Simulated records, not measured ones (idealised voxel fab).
process module | voxel gate over fins
cross-section cut | 220 nm wide | cells 5 nm
A cross-section is a grid of square cells, given in bands from the top down. A band is one or more rows of cells.
Each band's line starts with the height of the band's top and of its bottom, in nm. Then come its materials from left to right, each with its width in nm. One material with "throughout" fills the band from edge to edge. "air" is empty space.
Height 0 is the level under which the wafer as received is all one material. The lowest band goes on downwards, as in "0 down".
A width such as "30 to 40" changes by the same amount from each row of cells to the next, from the band's top row to its bottom row.
"no change" after a step means that no cell of the cross-section changed.
closed voids: empty space of 8 cells or more with no open way to the top, each as width x height at its distance from the left edge, in nm
after a step's settings: what the simulator itself notes on the step
overlay nm, on a step with a mask: how far to the right of its planned place the mask lay; to the left if negative
plan
1 op RECEIVE | material Si
2 op CONFORMAL_DEP | material SiN | thk nm 5
3 op DIRECTIONAL_DEP | material aC | thk nm 15
4 op PATTERN | tone cover | mask id FINS | material resist | width nm 15 | pitch nm 45 | thk nm 30 | overlay nm 0
5 op DIRECTIONAL_ETCH | etch materials aC | depth nm 15
6 op STRIP | etch materials resist
7 op DIRECTIONAL_ETCH | etch materials SiN | depth nm 5
8 op DIRECTIONAL_ETCH | etch materials Si | depth nm 40
9 op STRIP | etch materials aC
10 op OXIDIZE | depth nm 5
11 op FILL_DEP | material SiO2 | thk nm 10
12 op CMP | height nm 5
13 op SELECTIVE_ETCH | etch materials SiO2 | depth nm 20
14 op STRIP | etch materials SiN
15 op CONFORMAL_DEP | material HfO2 | thk nm 5
16 op CONFORMAL_DEP | material TiN | thk nm 5
17 op FILL_DEP | material W | thk nm 15
18 op CMP | height nm 20
19 op CONFORMAL_DEP | material SiCN | thk nm 5
as received, after step 1
  0 down: Si throughout
  closed voids: none
first wafer at the end, as planned
  25 to 20: SiCN throughout
  20 to 10: W throughout
  10 to 5: W 50 | TiN 25 | W 20 | TiN 25 | W 20 | TiN 25 | W 55
  5 to 0: W 50 | TiN 5 | HfO2 15 | TiN 5 | W 20 | TiN 5 | HfO2 15 | TiN 5 | W 20 | TiN 5 | HfO2 15 | TiN 5 | W 55
  0 to -5: W 50 | TiN 5 | HfO2 5 | Si 5 | HfO2 5 | TiN 5 | W 20 | TiN 5 | HfO2 5 | Si 5 | HfO2 5 | TiN 5 | W 20 | TiN 5 | HfO2 5 | Si 5 | HfO2 5 | TiN 5 | W 55
  -5 to -10: TiN 55 | HfO2 5 | Si 5 | HfO2 5 | TiN 30 | HfO2 5 | Si 5 | HfO2 5 | TiN 30 | HfO2 5 | Si 5 | HfO2 5 | TiN 60
  -10 to -15: HfO2 60 | Si 5 | HfO2 40 | Si 5 | HfO2 40 | Si 5 | HfO2 65
  -15 to -45: SiO2 60 | Si 5 | SiO2 40 | Si 5 | SiO2 40 | Si 5 | SiO2 65
  -45 down: Si throughout
  closed voids: none
second wafer at the end: like start, like plan, one mistake
  25 to 20: SiCN throughout
  20 to 10: W throughout
  10 to 5: W 50 | HfO2 25 | W 20 | HfO2 25 | W 20 | HfO2 25 | W 55
  5 to 0: W 50 | HfO2 5 | TiN 15 | HfO2 5 | W 20 | HfO2 5 | TiN 15 | HfO2 5 | W 20 | HfO2 5 | TiN 15 | HfO2 5 | W 55
  0 to -5: W 50 | HfO2 5 | TiN 5 | Si 5 | TiN 5 | HfO2 5 | W 20 | HfO2 5 | TiN 5 | Si 5 | TiN 5 | HfO2 5 | W 20 | HfO2 5 | TiN 5 | Si 5 | TiN 5 | HfO2 5 | W 55
  -5 to -10: HfO2 55 | TiN 5 | Si 5 | TiN 5 | HfO2 30 | TiN 5 | Si 5 | TiN 5 | HfO2 30 | TiN 5 | Si 5 | TiN 5 | HfO2 60
  -10 to -15: TiN 60 | Si 5 | TiN 40 | Si 5 | TiN 40 | Si 5 | TiN 65
  -15 to -45: SiO2 60 | Si 5 | SiO2 40 | Si 5 | SiO2 40 | Si 5 | SiO2 65
  -45 down: Si throughout
  closed voids: none
what went wrong: steps 15 and 16 were swapped
at the end the second wafer has, in cells: as many of each material as the first, in other places
